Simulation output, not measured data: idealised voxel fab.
process module | voxel capacitor over wiring
cross-section cut | 225 nm wide | cells 5 nm
A cross-section is a grid of square cells, given in bands from the top down. A band is one or more rows of cells.
Each band's line starts with the height of the band's top and of its bottom, in nm. Then come its materials from left to right, each with its width in nm. One material with "throughout" fills the band from edge to edge. "air" is empty space.
Height 0 is the level under which the wafer as received is all one material. The lowest band goes on downwards, as in "0 down".
A width such as "30 to 40" changes by the same amount from each row of cells to the next, from the band's top row to its bottom row.
"no change" after a step means that no cell of the cross-section changed.
closed voids: empty space of 8 cells or more with no open way to the top, each as width x height at its distance from the left edge, in nm
after a step's settings: what the simulator itself notes on the step
overlay nm, on a step with a mask: how far to the right of its planned place the mask lay; to the left if negative
plan
1 op RECEIVE | material Si
2 op CONFORMAL_DEP | material SiO2 | thk nm 15
3 op CONFORMAL_DEP | material SiCN | thk nm 5
4 op DIRECTIONAL_DEP | material SiO2 | thk nm 20
5 op PATTERN | tone open | mask id METAL_1 | material resist | width nm 30 | pitch nm 95 | thk nm 15 | overlay nm 0
6 op DIRECTIONAL_ETCH | etch materials SiO2 | depth nm 20
7 op DIRECTIONAL_ETCH | etch materials SiCN | depth nm 5
8 op STRIP | etch materials resist
9 op CONFORMAL_DEP | material TiN | thk nm 5
10 op FILL_DEP | material Cu | thk nm 10
11 op CMP | height nm 40
12 op EPI | material Ru | thk nm 5
13 op FILL_DEP | material SiCN | thk nm 5
14 op DIRECTIONAL_DEP | material lowk | thk nm 15
15 op MASKED_ETCH | tone open | mask id PLUG_1 | width nm 15 | etch materials lowk | depth nm 15 | overlay nm 0
16 op MASKED_ETCH | tone open | mask id PLUG_1 | width nm 15 | etch materials SiCN | depth nm 5 | overlay nm 0
17 op CONFORMAL_DEP | material TiN | thk nm 5
18 op FILL_DEP | material Ru | thk nm 10
19 op CMP | height nm 65
20 op DIRECTIONAL_DEP | material TiN | thk nm 5
21 op DIRECTIONAL_DEP | material SiN | thk nm 5
22 op DIRECTIONAL_DEP | material TiN | thk nm 10
23 op PATTERN | tone cover | mask id UPPER_PLATE | material resist | width nm 70 | thk nm 15 | overlay nm 0
24 op DIRECTIONAL_ETCH | etch materials TiN | depth nm 10
25 op DIRECTIONAL_ETCH | etch materials SiN | depth nm 5
26 op STRIP | etch materials resist
27 op PATTERN | tone cover | mask id LOWER_PLATE | material resist | width nm 80 | thk nm 20 | overlay nm 0
28 op DIRECTIONAL_ETCH | etch materials TiN | depth nm 5
29 op STRIP | etch materials resist
30 op FILL_DEP | material SiO2 | thk nm 20
31 op CMP | height nm 100
32 op DIRECTIONAL_DEP | material aC | thk nm 10
33 op PATTERN | tone open | mask id PLUG_2 | material resist | width nm 15 | thk nm 30 | overlay nm 0
34 op DIRECTIONAL_ETCH | etch materials aC | depth nm 10
35 op STRIP | etch materials resist
36 op DIRECTIONAL_ETCH | etch materials SiO2 | depth nm 15
37 op STRIP | etch materials aC
38 op CONFORMAL_DEP | material TiN | thk nm 5
39 op FILL_DEP | material W | thk nm 5
40 op CMP | height nm 100
41 op CONFORMAL_DEP | material SiCN | thk nm 5
first wafer, as planned
as received, after step 1
  0 down: Si throughout
  closed voids: none
after step 2
  15 to 0: SiO2 throughout
  below 0: unchanged
after step 3
  20 to 15: SiCN throughout
  below 15: unchanged
after step 4
  40 to 20: SiO2 throughout
  below 20: unchanged
after step 5
  55 to 40: resist 50 | air 30 | resist 65 | air 30 | resist 50
  below 40: unchanged
after step 6
  55 to 40: resist 50 | air 30 | resist 65 | air 30 | resist 50
  40 to 20: SiO2 50 | air 30 | SiO2 65 | air 30 | SiO2 50
  below 20: unchanged
after step 7
  55 to 40: resist 50 | air 30 | resist 65 | air 30 | resist 50
  40 to 20: SiO2 50 | air 30 | SiO2 65 | air 30 | SiO2 50
  20 to 15: SiCN 50 | air 30 | SiCN 65 | air 30 | SiCN 50
  below 15: unchanged
after step 8
  40 to 20: SiO2 50 | air 30 | SiO2 65 | air 30 | SiO2 50
  below 20: unchanged
after step 9
  45 to 40: TiN 55 | air 20 | TiN 75 | air 20 | TiN 55
  40 to 20: SiO2 50 | TiN 5 | air 20 | TiN 5 | SiO2 65 | TiN 5 | air 20 | TiN 5 | SiO2 50
  20 to 15: SiCN 50 | TiN 30 | SiCN 65 | TiN 30 | SiCN 50
  below 15: unchanged
after step 10
  55 to 45: Cu throughout
  45 to 40: TiN 55 | Cu 20 | TiN 75 | Cu 20 | TiN 55
  40 to 20: SiO2 50 | TiN 5 | Cu 20 | TiN 5 | SiO2 65 | TiN 5 | Cu 20 | TiN 5 | SiO2 50
  below 20: unchanged
after step 11
  40 to 20: SiO2 50 | TiN 5 | Cu 20 | TiN 5 | SiO2 65 | TiN 5 | Cu 20 | TiN 5 | SiO2 50
  below 20: unchanged
after step 12
  45 to 40: air 45 | Ru 40 | air 55 | Ru 40 | air 45
  below 40: unchanged
after step 13
  50 to 45: SiCN throughout
  45 to 40: SiCN 45 | Ru 40 | SiCN 55 | Ru 40 | SiCN 45
  below 40: unchanged
after step 14
  65 to 50: lowk throughout
  below 50: unchanged
after step 15
  65 to 50: lowk 65 | air 15 | lowk 145
  below 50: unchanged
after step 16
  65 to 50: lowk 65 | air 15 | lowk 145
  50 to 45: SiCN 65 | air 15 | SiCN 145
  below 45: unchanged
after step 17
  70 to 65: TiN 70 | air 5 | TiN 150
  65 to 50: lowk 65 | TiN 5 | air 5 | TiN 5 | lowk 145
  50 to 45: SiCN 65 | TiN 15 | SiCN 145
  below 45: unchanged
after step 18
  80 to 70: Ru throughout
  70 to 65: TiN 70 | Ru 5 | TiN 150
  65 to 50: lowk 65 | TiN 5 | Ru 5 | TiN 5 | lowk 145
  below 50: unchanged
after step 19
  65 to 50: lowk 65 | TiN 5 | Ru 5 | TiN 5 | lowk 145
  below 50: unchanged
after step 20
  70 to 65: TiN throughout
  below 65: unchanged
after step 21
  75 to 70: SiN throughout
  below 70: unchanged
after step 22
  85 to 75: TiN throughout
  below 75: unchanged
after step 23
  100 to 85: air 65 | resist 70 | air 90
  below 85: unchanged
after step 24
  100 to 85: air 65 | resist 70 | air 90
  85 to 75: air 65 | TiN 70 | air 90
  below 75: unchanged
after step 25
  100 to 85: air 65 | resist 70 | air 90
  85 to 75: air 65 | TiN 70 | air 90
  75 to 70: air 65 | SiN 70 | air 90
  below 70: unchanged
after step 26
  85 to 75: air 65 | TiN 70 | air 90
  below 75: unchanged
after step 27
  105 to 85: air 60 | resist 80 | air 85
  85 to 75: air 60 | resist 5 | TiN 70 | resist 5 | air 85
  75 to 70: air 60 | resist 5 | SiN 70 | resist 5 | air 85
  below 70: unchanged
after step 28
  105 to 85: air 60 | resist 80 | air 85
  85 to 75: air 60 | resist 5 | TiN 70 | resist 5 | air 85
  75 to 70: air 60 | resist 5 | SiN 70 | resist 5 | air 85
  70 to 65: air 60 | TiN 80 | air 85
  below 65: unchanged
after step 29
  85 to 75: air 65 | TiN 70 | air 90
  75 to 70: air 65 | SiN 70 | air 90
  below 70: unchanged
after step 30
  105 to 85: SiO2 throughout
  85 to 75: SiO2 65 | TiN 70 | SiO2 90
  75 to 70: SiO2 65 | SiN 70 | SiO2 90
  70 to 65: SiO2 60 | TiN 80 | SiO2 85
  below 65: unchanged
after step 31
  100 to 85: SiO2 throughout
  below 85: unchanged
after step 32
  110 to 100: aC throughout
  below 100: unchanged
after step 33
  140 to 110: resist 75 | air 15 | resist 135
  below 110: unchanged
after step 34
  130 to 110: resist 75 | air 15 | resist 135
  110 to 100: aC 75 | air 15 | aC 135
  below 100: unchanged
after step 35
  110 to 100: aC 75 | air 15 | aC 135
  below 100: unchanged
after step 36
  110 to 100: aC 75 | air 15 | aC 135
  100 to 85: SiO2 75 | air 15 | SiO2 135
  below 85: unchanged
after step 37
  100 to 85: SiO2 75 | air 15 | SiO2 135
  below 85: unchanged
after step 38
  105 to 100: TiN 80 | air 5 | TiN 140
  100 to 90: SiO2 75 | TiN 5 | air 5 | TiN 5 | SiO2 135
  90 to 85: SiO2 75 | TiN 15 | SiO2 135
  below 85: unchanged
after step 39
  110 to 105: W throughout
  105 to 100: TiN 80 | W 5 | TiN 140
  100 to 90: SiO2 75 | TiN 5 | W 5 | TiN 5 | SiO2 135
  below 90: unchanged
after step 40
  100 to 90: SiO2 75 | TiN 5 | W 5 | TiN 5 | SiO2 135
  below 90: unchanged
after step 41
  105 to 100: SiCN throughout
  below 100: unchanged
second wafer: like start, like plan, one mistake. Through step 4 it matches the first wafer
when step 5 should have ended
  55 to 40: resist 40 | air 30 | resist 65 | air 30 | resist 60
  below 40: unchanged
when step 6 should have ended
  55 to 40: resist 40 | air 30 | resist 65 | air 30 | resist 60
  40 to 20: SiO2 40 | air 30 | SiO2 65 | air 30 | SiO2 60
  below 20: unchanged
when step 7 should have ended
  55 to 40: resist 40 | air 30 | resist 65 | air 30 | resist 60
  40 to 20: SiO2 40 | air 30 | SiO2 65 | air 30 | SiO2 60
  20 to 15: SiCN 40 | air 30 | SiCN 65 | air 30 | SiCN 60
  below 15: unchanged
when step 8 should have ended
  40 to 20: SiO2 40 | air 30 | SiO2 65 | air 30 | SiO2 60
  below 20: unchanged
when step 9 should have ended
  45 to 40: TiN 45 | air 20 | TiN 75 | air 20 | TiN 65
  40 to 20: SiO2 40 | TiN 5 | air 20 | TiN 5 | SiO2 65 | TiN 5 | air 20 | TiN 5 | SiO2 60
  20 to 15: SiCN 40 | TiN 30 | SiCN 65 | TiN 30 | SiCN 60
  below 15: unchanged
when step 10 should have ended
  55 to 45: Cu throughout
  45 to 40: TiN 45 | Cu 20 | TiN 75 | Cu 20 | TiN 65
  40 to 20: SiO2 40 | TiN 5 | Cu 20 | TiN 5 | SiO2 65 | TiN 5 | Cu 20 | TiN 5 | SiO2 60
  below 20: unchanged
when step 11 should have ended
  40 to 20: SiO2 40 | TiN 5 | Cu 20 | TiN 5 | SiO2 65 | TiN 5 | Cu 20 | TiN 5 | SiO2 60
  below 20: unchanged
when step 12 should have ended
  45 to 40: air 35 | Ru 40 | air 55 | Ru 40 | air 55
  below 40: unchanged
when step 13 should have ended
  50 to 45: SiCN throughout
  45 to 40: SiCN 35 | Ru 40 | SiCN 55 | Ru 40 | SiCN 55
  below 40: unchanged
when step 14 should have ended
  65 to 50: lowk throughout
  below 50: unchanged
when step 15 should have ended
  65 to 50: lowk 65 | air 15 | lowk 145
  below 50: unchanged
when step 16 should have ended
  65 to 50: lowk 65 | air 15 | lowk 145
  50 to 45: SiCN 65 | air 15 | SiCN 145
  below 45: unchanged
when step 17 should have ended
  70 to 65: TiN 70 | air 5 | TiN 150
  65 to 50: lowk 65 | TiN 5 | air 5 | TiN 5 | lowk 145
  50 to 45: SiCN 65 | TiN 15 | SiCN 145
  below 45: unchanged
when step 18 should have ended
  80 to 70: Ru throughout
  70 to 65: TiN 70 | Ru 5 | TiN 150
  65 to 50: lowk 65 | TiN 5 | Ru 5 | TiN 5 | lowk 145
  below 50: unchanged
when step 19 should have ended
  65 to 50: lowk 65 | TiN 5 | Ru 5 | TiN 5 | lowk 145
  below 50: unchanged
when step 20 should have ended
  70 to 65: TiN throughout
  below 65: unchanged
when step 21 should have ended
  75 to 70: SiN throughout
  below 70: unchanged
when step 22 should have ended
  85 to 75: TiN throughout
  below 75: unchanged
when step 23 should have ended
  100 to 85: air 65 | resist 70 | air 90
  below 85: unchanged
when step 24 should have ended
  100 to 85: air 65 | resist 70 | air 90
  85 to 75: air 65 | TiN 70 | air 90
  below 75: unchanged
when step 25 should have ended
  100 to 85: air 65 | resist 70 | air 90
  85 to 75: air 65 | TiN 70 | air 90
  75 to 70: air 65 | SiN 70 | air 90
  below 70: unchanged
when step 26 should have ended
  85 to 75: air 65 | TiN 70 | air 90
  below 75: unchanged
when step 27 should have ended
  105 to 85: air 60 | resist 80 | air 85
  85 to 75: air 60 | resist 5 | TiN 70 | resist 5 | air 85
  75 to 70: air 60 | resist 5 | SiN 70 | resist 5 | air 85
  below 70: unchanged
when step 28 should have ended
  105 to 85: air 60 | resist 80 | air 85
  85 to 75: air 60 | resist 5 | TiN 70 | resist 5 | air 85
  75 to 70: air 60 | resist 5 | SiN 70 | resist 5 | air 85
  70 to 65: air 60 | TiN 80 | air 85
  below 65: unchanged
when step 29 should have ended
  85 to 75: air 65 | TiN 70 | air 90
  75 to 70: air 65 | SiN 70 | air 90
  below 70: unchanged
when step 30 should have ended
  105 to 85: SiO2 throughout
  85 to 75: SiO2 65 | TiN 70 | SiO2 90
  75 to 70: SiO2 65 | SiN 70 | SiO2 90
  70 to 65: SiO2 60 | TiN 80 | SiO2 85
  below 65: unchanged
when step 31 should have ended
  100 to 85: SiO2 throughout
  below 85: unchanged
when step 32 should have ended
  110 to 100: aC throughout
  below 100: unchanged
when step 33 should have ended
  140 to 110: resist 75 | air 15 | resist 135
  below 110: unchanged
when step 34 should have ended
  130 to 110: resist 75 | air 15 | resist 135
  110 to 100: aC 75 | air 15 | aC 135
  below 100: unchanged
when step 35 should have ended
  110 to 100: aC 75 | air 15 | aC 135
  below 100: unchanged
when step 36 should have ended
  110 to 100: aC 75 | air 15 | aC 135
  100 to 85: SiO2 75 | air 15 | SiO2 135
  below 85: unchanged
when step 37 should have ended
  100 to 85: SiO2 75 | air 15 | SiO2 135
  below 85: unchanged
when step 38 should have ended
  105 to 100: TiN 80 | air 5 | TiN 140
  100 to 90: SiO2 75 | TiN 5 | air 5 | TiN 5 | SiO2 135
  90 to 85: SiO2 75 | TiN 15 | SiO2 135
  below 85: unchanged
when step 39 should have ended
  110 to 105: W throughout
  105 to 100: TiN 80 | W 5 | TiN 140
  100 to 90: SiO2 75 | TiN 5 | W 5 | TiN 5 | SiO2 135
  below 90: unchanged
when step 40 should have ended
  100 to 90: SiO2 75 | TiN 5 | W 5 | TiN 5 | SiO2 135
  below 90: unchanged
when step 41 should have ended
  105 to 100: SiCN throughout
  below 100: unchanged
what went wrong: step 5 ran as: op PATTERN | tone open | mask id METAL_1 | material resist | width nm 30 | pitch nm 95 | thk nm 15 | overlay nm -10
at the end the second wafer has, in cells: as many of each material as the first, in other places
